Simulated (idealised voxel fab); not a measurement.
Process module name: voxel trench capacitor
This is section cut - it's 165 nm across, gridded in 5 nm square cells.
When this document writes out a cross-section, it uses a grid of square cells and lists it as bands, beginning at the top and moving down, with a band standing for one or more rows of cells. The entry gives the band's vertical extent as a top height and a bottom height in nm, then its horizontal make-up as materials from left to right, each with a width in nm. "blank" stands for empty space; a single material marked "throughout" fills the band edge to edge. Basically, 0 is our baseline, since under it the wafer straight out of the box is all one material. The bottom band has no lower end and keeps on going down, so it looks like "0 down". Read "30..40" as a graded width: first number on top, second number at the bottom, same change between each pair of neighbouring rows. No cell of the cross-section changed in a step that is given as "nothing changed". Each empty space that has no open way to the top and spans at least 8 cells appears under "Sealed internal cavities" as width x height at distance, the distance counted from the left edge, all in nm. That trailing text on a step's line, after the settings, is the simulator's own remark on the step. When a step includes a mask, the "overlay nm" setting on its line states how far to the right of its planned place that mask lay, and negative values state how far to the left.

-- Planned process steps
1 RECEIVE | material Si
2 CONFORMAL_DEP | material SiN | thk nm 10
3 MASKED_ETCH | tone open | mask id TRENCH | width nm 30 | pitch nm 50 | etch materials SiN | depth nm 10 | overlay nm 0
4 MASKED_ETCH | tone open | mask id TRENCH | width nm 30 | pitch nm 50 | etch materials Si | depth nm 15 | overlay nm 0
5 CONFORMAL_DEP | material Al2O3 | thk nm 5
6 CONFORMAL_DEP | material TiN | thk nm 5
7 FILL_DEP | material W | thk nm 10
8 CMP | height nm 10
The depth nm used in step 4 is not the same on every wafer, whereas the starting condition is; the value printed in the plan is the first wafer's.

-- So this is the first of several wafers, cross-sectioned as it came to us, meaning it's at the end of step 1
> 0 down  Si throughout
> Sealed internal cavities: none

-- End of module, by wafer: material-by-material cell gain (+) or loss (-) since receipt, then closed voids
depth nm 15 | +42 Al2O3 | -54 Si | +30 SiN | +30 TiN | +18 W | Sealed internal cavities: none
depth nm 20 | +48 Al2O3 | -72 Si | +30 SiN | +36 TiN | +24 W | Sealed internal cavities: none
depth nm 25 | +54 Al2O3 | -90 Si | +30 SiN | +42 TiN | +30 W | Sealed internal cavities: none
depth nm 30 | +60 Al2O3 | -108 Si | +30 SiN | +48 TiN | +36 W | Sealed internal cavities: none
depth nm 35 | +66 Al2O3 | -126 Si | +30 SiN | +54 TiN | +42 W | Sealed internal cavities: none
depth nm 40 | +72 Al2O3 | -144 Si | +30 SiN | +60 TiN | +48 W | Sealed internal cavities: none
